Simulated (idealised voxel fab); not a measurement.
Herein follows the process module entitled voxel self aligned contacts.
Section shown: cut. Width: 210 nm. Cell size: 5 nm, square.
A cross-section is written here as square cells arranged in a grid, and it is given in bands from the top down, each band taking up one or more rows of cells.
The band entry comprises the height of the band's top followed by the height of its bottom, expressed in nm, and subsequently the band's materials from left to right, each stated together with its width in nm. Where a single material is marked with the word "edge to edge", that material fills the band from edge to edge. The word "air" represents empty space.
Height 0 is the level under which the wafer as received is all one material. The lowest band goes on downwards, as in "0 -> down".
Think of "30..40" as a width that walks from the first number to the second as you go down the band, top row to bottom row, taking equal-sized steps from row to row.
Reading "no change" for a step: not a cell of the cross-section changed in it.
The list in "Enclosed internal voids" covers empty spaces of 8 cells or more that cannot reach the top through any open way, and it gives each as width x height at distance; the distance is from the left edge, and width, height and distance are in nm.
Note: text after step settings on the step line = simulator remark on that step.
overlay nm: mask right of planned place by this much (step with mask). Neg. = left.

THE STEPS PLANNED FOR THE PROCESS ARE AS FOLLOWS
| 1 | RECEIVE with material Si |
| 2 | CONFORMAL_DEP with material SiO2, thk nm 5 |
| 3 | DIRECTIONAL_DEP with material polySi, thk nm 20 |
| 4 | DIRECTIONAL_DEP with material SiN, thk nm 15 |
| 5 | DIRECTIONAL_DEP with material aC, thk nm 10 |
| 6 | PATTERN with tone cover, mask id GATE, material resist, width nm 35, pitch nm 60, thk nm 30, overlay nm 0 |
| 7 | DIRECTIONAL_ETCH with etch materials aC, depth nm 10 |
| 8 | STRIP with etch materials resist |
| 9 | DIRECTIONAL_ETCH with etch materials SiN, depth nm 15 |
| 10 | DIRECTIONAL_ETCH with etch materials polySi, depth nm 20 |
| 11 | STRIP with etch materials aC |
| 12 | CONFORMAL_DEP with material SiN, thk nm 5 |
| 13 | DIRECTIONAL_ETCH with etch materials SiN, depth nm 5 |
| 14 | FILL_DEP with material SiO2, thk nm 15 |
| 15 | CMP with height nm 50 |
| 16 | PATTERN with tone open, mask id CONTACT, material resist, width nm 35, thk nm 20, overlay nm 0 |
| 17 | DIRECTIONAL_ETCH with etch materials SiO2, depth nm 50 |
| 18 | STRIP with etch materials resist |
| 19 | CONFORMAL_DEP with material TiN, thk nm 5 |
| 20 | FILL_DEP with material W, thk nm 5 |
| 21 | CMP with height nm 50 |
| 22 | CONFORMAL_DEP with material SiN, thk nm 5 |

ACCOUNT OF THE FIRST OF TWO WAFERS, WHICH WAS PROCESSED AS INTENDED

WAFER CROSS-SECTION ON RECEIPT, I.E. AFTER STEP 1
* 0 -> down  Si edge to edge
* Enclosed internal voids: none

STEP 2 COMPLETE: CROSS-SECTION THROUGH THE WAFER
* 5 -> 0  SiO2 edge to edge
* below 0: unchanged

STEP 3 COMPLETE: CROSS-SECTION THROUGH THE WAFER
* 25 -> 5  polySi edge to edge
* below 5: unchanged

STEP 4 COMPLETE: CROSS-SECTION THROUGH THE WAFER
* 40 -> 25  SiN edge to edge
* below 25: unchanged

STEP 5 COMPLETE: CROSS-SECTION THROUGH THE WAFER
* 50 -> 40  aC edge to edge
* below 40: unchanged

STEP 6 COMPLETE: CROSS-SECTION THROUGH THE WAFER
* 80 -> 50  55 air, 35 resist, 25 air, 35 resist, 60 air
* below 50: unchanged

STEP 7 COMPLETE: CROSS-SECTION THROUGH THE WAFER
* 70 -> 50  55 air, 35 resist, 25 air, 35 resist, 60 air
* 50 -> 40  55 air, 35 aC, 25 air, 35 aC, 60 air
* below 40: unchanged

STEP 8 COMPLETE: CROSS-SECTION THROUGH THE WAFER
* 50 -> 40  55 air, 35 aC, 25 air, 35 aC, 60 air
* below 40: unchanged

STEP 9 COMPLETE: CROSS-SECTION THROUGH THE WAFER
* 50 -> 40  55 air, 35 aC, 25 air, 35 aC, 60 air
* 40 -> 25  55 air, 35 SiN, 25 air, 35 SiN, 60 air
* below 25: unchanged

STEP 10 COMPLETE: CROSS-SECTION THROUGH THE WAFER
* 50 -> 40  55 air, 35 aC, 25 air, 35 aC, 60 air
* 40 -> 25  55 air, 35 SiN, 25 air, 35 SiN, 60 air
* 25 -> 5  55 air, 35 polySi, 25 air, 35 polySi, 60 air
* below 5: unchanged

STEP 11 COMPLETE: CROSS-SECTION THROUGH THE WAFER
* 40 -> 25  55 air, 35 SiN, 25 air, 35 SiN, 60 air
* below 25: unchanged

STEP 12 COMPLETE: CROSS-SECTION THROUGH THE WAFER
* 45 -> 25  50 air, 45 SiN, 15 air, 45 SiN, 55 air
* 25 -> 10  50 air, 5 SiN, 35 polySi, 5 SiN, 15 air, 5 SiN, 35 polySi, 5 SiN, 55 air
* 10 -> 5  55 SiN, 35 polySi, 25 SiN, 35 polySi, 60 SiN
* below 5: unchanged

STEP 13 COMPLETE: CROSS-SECTION THROUGH THE WAFER
* 40 -> 25  50 air, 45 SiN, 15 air, 45 SiN, 55 air
* 25 -> 5  50 air, 5 SiN, 35 polySi, 5 SiN, 15 air, 5 SiN, 35 polySi, 5 SiN, 55 air
* below 5: unchanged

STEP 14 COMPLETE: CROSS-SECTION THROUGH THE WAFER
* 55 -> 40  SiO2 edge to edge
* 40 -> 25  50 SiO2, 45 SiN, 15 SiO2, 45 SiN, 55 SiO2
* 25 -> 5  50 SiO2, 5 SiN, 35 polySi, 5 SiN, 15 SiO2, 5 SiN, 35 polySi, 5 SiN, 55 SiO2
* below 5: unchanged

STEP 15 COMPLETE: CROSS-SECTION THROUGH THE WAFER
* 50 -> 40  SiO2 edge to edge
* below 40: unchanged

STEP 16 COMPLETE: CROSS-SECTION THROUGH THE WAFER
* 70 -> 50  85 resist, 35 air, 90 resist
* below 50: unchanged

STEP 17 COMPLETE: CROSS-SECTION THROUGH THE WAFER
* 70 -> 50  85 resist, 35 air, 90 resist
* 50 -> 40  85 SiO2, 35 air, 90 SiO2
* 40 -> 25  50 SiO2, 45 SiN, 15 air, 45 SiN, 55 SiO2
* 25 -> 5  50 SiO2, 5 SiN, 35 polySi, 5 SiN, 15 air, 5 SiN, 35 polySi, 5 SiN, 55 SiO2
* 5 -> 0  95 SiO2, 15 air, 100 SiO2
* below 0: unchanged

STEP 18 COMPLETE: CROSS-SECTION THROUGH THE WAFER
* 50 -> 40  85 SiO2, 35 air, 90 SiO2
* below 40: unchanged

STEP 19 COMPLETE: CROSS-SECTION THROUGH THE WAFER
* 55 -> 50  90 TiN, 25 air, 95 TiN
* 50 -> 40  85 SiO2, 5..15 TiN, 25..5 air, 5..15 TiN, 90 SiO2
* 40 -> 25  50 SiO2, 45 SiN, 5 TiN, 5 air, 5 TiN, 45 SiN, 55 SiO2
* 25 -> 5  50 SiO2, 5 SiN, 35 polySi, 5 SiN, 5 TiN, 5 air, 5 TiN, 5 SiN, 35 polySi, 5 SiN, 55 SiO2
* 5 -> 0  95 SiO2, 15 TiN, 100 SiO2
* below 0: unchanged

STEP 20 COMPLETE: CROSS-SECTION THROUGH THE WAFER
* 60 -> 55  W edge to edge
* 55 -> 50  90 TiN, 25 W, 95 TiN
* 50 -> 40  85 SiO2, 5..15 TiN, 25..5 W, 5..15 TiN, 90 SiO2
* 40 -> 25  50 SiO2, 45 SiN, 5 TiN, 5 W, 5 TiN, 45 SiN, 55 SiO2
* 25 -> 5  50 SiO2, 5 SiN, 35 polySi, 5 SiN, 5 TiN, 5 W, 5 TiN, 5 SiN, 35 polySi, 5 SiN, 55 SiO2
* below 5: unchanged

STEP 21 COMPLETE: CROSS-SECTION THROUGH THE WAFER
* 50 -> 40  85 SiO2, 5..15 TiN, 25..5 W, 5..15 TiN, 90 SiO2
* below 40: unchanged

STEP 22 COMPLETE: CROSS-SECTION THROUGH THE WAFER
* 55 -> 50  SiN edge to edge
* below 50: unchanged

WAFER TWO. IDENTICAL START, IDENTICAL PLAN. ONE MISTAKE IN EXECUTION. IDENTICAL HISTORY THROUGH STEP 1

Look at the second wafer in cross-section at the time step 2 ought to have finished: no change

LOOK AT THE SECOND WAFER IN CROSS-SECTION AT THE TIME STEP 3 OUGHT TO HAVE FINISHED
* 20 -> 0  polySi edge to edge
* below 0: unchanged

LOOK AT THE SECOND WAFER IN CROSS-SECTION AT THE TIME STEP 4 OUGHT TO HAVE FINISHED
* 35 -> 20  SiN edge to edge
* below 20: unchanged

LOOK AT THE SECOND WAFER IN CROSS-SECTION AT THE TIME STEP 5 OUGHT TO HAVE FINISHED
* 45 -> 35  aC edge to edge
* below 35: unchanged

LOOK AT THE SECOND WAFER IN CROSS-SECTION AT THE TIME STEP 6 OUGHT TO HAVE FINISHED
* 75 -> 45  55 air, 35 resist, 25 air, 35 resist, 60 air
* below 45: unchanged

LOOK AT THE SECOND WAFER IN CROSS-SECTION AT THE TIME STEP 7 OUGHT TO HAVE FINISHED
* 65 -> 45  55 air, 35 resist, 25 air, 35 resist, 60 air
* 45 -> 35  55 air, 35 aC, 25 air, 35 aC, 60 air
* below 35: unchanged

LOOK AT THE SECOND WAFER IN CROSS-SECTION AT THE TIME STEP 8 OUGHT TO HAVE FINISHED
* 45 -> 35  55 air, 35 aC, 25 air, 35 aC, 60 air
* below 35: unchanged

LOOK AT THE SECOND WAFER IN CROSS-SECTION AT THE TIME STEP 9 OUGHT TO HAVE FINISHED
* 45 -> 35  55 air, 35 aC, 25 air, 35 aC, 60 air
* 35 -> 20  55 air, 35 SiN, 25 air, 35 SiN, 60 air
* below 20: unchanged

LOOK AT THE SECOND WAFER IN CROSS-SECTION AT THE TIME STEP 10 OUGHT TO HAVE FINISHED
* 45 -> 35  55 air, 35 aC, 25 air, 35 aC, 60 air
* 35 -> 20  55 air, 35 SiN, 25 air, 35 SiN, 60 air
* 20 -> 0  55 air, 35 polySi, 25 air, 35 polySi, 60 air
* below 0: unchanged

LOOK AT THE SECOND WAFER IN CROSS-SECTION AT THE TIME STEP 11 OUGHT TO HAVE FINISHED
* 35 -> 20  55 air, 35 SiN, 25 air, 35 SiN, 60 air
* below 20: unchanged

LOOK AT THE SECOND WAFER IN CROSS-SECTION AT THE TIME STEP 12 OUGHT TO HAVE FINISHED
* 40 -> 20  50 air, 45 SiN, 15 air, 45 SiN, 55 air
* 20 -> 5  50 air, 5 SiN, 35 polySi, 5 SiN, 15 air, 5 SiN, 35 polySi, 5 SiN, 55 air
* 5 -> 0  55 SiN, 35 polySi, 25 SiN, 35 polySi, 60 SiN
* below 0: unchanged

LOOK AT THE SECOND WAFER IN CROSS-SECTION AT THE TIME STEP 13 OUGHT TO HAVE FINISHED
* 35 -> 20  50 air, 45 SiN, 15 air, 45 SiN, 55 air
* 20 -> 0  50 air, 5 SiN, 35 polySi, 5 SiN, 15 air, 5 SiN, 35 polySi, 5 SiN, 55 air
* below 0: unchanged

LOOK AT THE SECOND WAFER IN CROSS-SECTION AT THE TIME STEP 14 OUGHT TO HAVE FINISHED
* 50 -> 35  SiO2 edge to edge
* 35 -> 20  50 SiO2, 45 SiN, 15 SiO2, 45 SiN, 55 SiO2
* 20 -> 0  50 SiO2, 5 SiN, 35 polySi, 5 SiN, 15 SiO2, 5 SiN, 35 polySi, 5 SiN, 55 SiO2
* below 0: unchanged

Look at the second wafer in cross-section at the time step 15 ought to have finished: no change

LOOK AT THE SECOND WAFER IN CROSS-SECTION AT THE TIME STEP 16 OUGHT TO HAVE FINISHED
* 70 -> 50  85 resist, 35 air, 90 resist
* below 50: unchanged

LOOK AT THE SECOND WAFER IN CROSS-SECTION AT THE TIME STEP 17 OUGHT TO HAVE FINISHED
* 70 -> 50  85 resist, 35 air, 90 resist
* 50 -> 35  85 SiO2, 35 air, 90 SiO2
* 35 -> 20  50 SiO2, 45 SiN, 15 air, 45 SiN, 55 SiO2
* 20 -> 0  50 SiO2, 5 SiN, 35 polySi, 5 SiN, 15 air, 5 SiN, 35 polySi, 5 SiN, 55 SiO2
* below 0: unchanged

LOOK AT THE SECOND WAFER IN CROSS-SECTION AT THE TIME STEP 18 OUGHT TO HAVE FINISHED
* 50 -> 35  85 SiO2, 35 air, 90 SiO2
* below 35: unchanged

LOOK AT THE SECOND WAFER IN CROSS-SECTION AT THE TIME STEP 19 OUGHT TO HAVE FINISHED
* 55 -> 50  90 TiN, 25 air, 95 TiN
* 50 -> 40  85 SiO2, 5 TiN, 25 air, 5 TiN, 90 SiO2
* 40 -> 35  85 SiO2, 15 TiN, 5 air, 15 TiN, 90 SiO2
* 35 -> 20  50 SiO2, 45 SiN, 5 TiN, 5 air, 5 TiN, 45 SiN, 55 SiO2
* 20 -> 5  50 SiO2, 5 SiN, 35 polySi, 5 SiN, 5 TiN, 5 air, 5 TiN, 5 SiN, 35 polySi, 5 SiN, 55 SiO2
* 5 -> 0  50 SiO2, 5 SiN, 35 polySi, 5 SiN, 15 TiN, 5 SiN, 35 polySi, 5 SiN, 55 SiO2
* below 0: unchanged

LOOK AT THE SECOND WAFER IN CROSS-SECTION AT THE TIME STEP 20 OUGHT TO HAVE FINISHED
* 60 -> 55  W edge to edge
* 55 -> 50  90 TiN, 25 W, 95 TiN
* 50 -> 40  85 SiO2, 5 TiN, 25 W, 5 TiN, 90 SiO2
* 40 -> 35  85 SiO2, 15 TiN, 5 W, 15 TiN, 90 SiO2
* 35 -> 20  50 SiO2, 45 SiN, 5 TiN, 5 W, 5 TiN, 45 SiN, 55 SiO2
* 20 -> 5  50 SiO2, 5 SiN, 35 polySi, 5 SiN, 5 TiN, 5 W, 5 TiN, 5 SiN, 35 polySi, 5 SiN, 55 SiO2
* below 5: unchanged

LOOK AT THE SECOND WAFER IN CROSS-SECTION AT THE TIME STEP 21 OUGHT TO HAVE FINISHED
* 50 -> 40  85 SiO2, 5 TiN, 25 W, 5 TiN, 90 SiO2
* below 40: unchanged

LOOK AT THE SECOND WAFER IN CROSS-SECTION AT THE TIME STEP 22 OUGHT TO HAVE FINISHED
* 55 -> 50  SiN edge to edge
* below 50: unchanged
What was done differently from what was planned? step 2 of the plan was excluded from execution and never run
Final cells, second wafer relative to first, materials higher or lower: 4 fewer of SiO2 | 4 more of W
